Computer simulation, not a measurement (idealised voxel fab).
This is a process module. Its name is voxel trench capacitor.
270 nm wide, 5 nm square cells: that's cross-section cut.
Cross-section = grid of square cells, listed top down in bands; band = one or more rows. Band: top and bottom heights (nm) first, top before bottom; then materials from left to right, widths in nm. "throughout" marks a sole material filling the band edge to edge. "empty" denotes empty space. Height is counted from the level 0, under which the received wafer is composed throughout of one material. The lowest of the bands is not closed at the bottom but continues downward, in the notation "top 0, no bottom". The width entry "30..40" should be interpreted row by row: the top row of cells in the band takes the first number, the bottom row takes the second number, and the change between adjacent rows is uniform throughout. Given "same as before" for a step, no cell of the cross-section differs between before and after that step. "Non-vented voids": empty spaces of 8 cells or more with no open way to the top, each given as width x height at distance, distance from the left edge, all in nm. Anything after a step's settings on that line? It's the simulator's own note about the step. The line of a step may include "overlay nm". On a step with a mask, this value is how far to the right of its planned place the mask lay. A negative value means the mask lay to the left.

Process steps - plan:
1. RECEIVE (material Si)
2. CONFORMAL_DEP (material SiN; thk nm 5)
3. MASKED_ETCH (tone open; mask id TRENCH; width nm 15; pitch nm 40; etch materials SiN; depth nm 5; overlay nm 0)
4. MASKED_ETCH (tone open; mask id TRENCH; width nm 15; pitch nm 40; etch materials Si; depth nm 30; overlay nm 0)
5. CONFORMAL_DEP (material Al2O3; thk nm 5)
6. FILL_DEP (material polySi; thk nm 10)
7. CMP (height nm 5)

Delivered wafer in cross-section: state after step 1:
* top 0, no bottom  Si throughout
* Non-vented voids: none

Cross-sectional view of the first of the two wafers upon completion of the module, processed in accordance with the plan:
* top 5, bottom 0  85 SiN | 5 Al2O3 | 5 polySi | 5 Al2O3 | 25 SiN | 5 Al2O3 | 5 polySi | 5 Al2O3 | 25 SiN | 5 Al2O3 | 5 polySi | 5 Al2O3 | 90 SiN
* top 0, bottom -25  85 Si | 5 Al2O3 | 5 polySi | 5 Al2O3 | 25 Si | 5 Al2O3 | 5 polySi | 5 Al2O3 | 25 Si | 5 Al2O3 | 5 polySi | 5 Al2O3 | 90 Si
* top -25, bottom -30  85 Si | 15 Al2O3 | 25 Si | 15 Al2O3 | 25 Si | 15 Al2O3 | 90 Si
* top -30, no bottom  Si throughout
* Non-vented voids: none

Wafer two, end of module, cross-section. Same start, same plan as wafer one. One mistake in the run:
* top -5, bottom -25  85 Si | 5 Al2O3 | 5 polySi | 5 Al2O3 | 25 Si | 5 Al2O3 | 5 polySi | 5 Al2O3 | 25 Si | 5 Al2O3 | 5 polySi | 5 Al2O3 | 90 Si
* top -25, bottom -30  85 Si | 15 Al2O3 | 25 Si | 15 Al2O3 | 25 Si | 15 Al2O3 | 90 Si
* top -30, no bottom  Si throughout
* Non-vented voids: none
Finding, execution versus plan: contrary to plan, step 7 was performed as CMP (height nm -5)
at the end the second wafer has, in cells: Al2O3 -12, Si -45, SiN -45, polySi -6
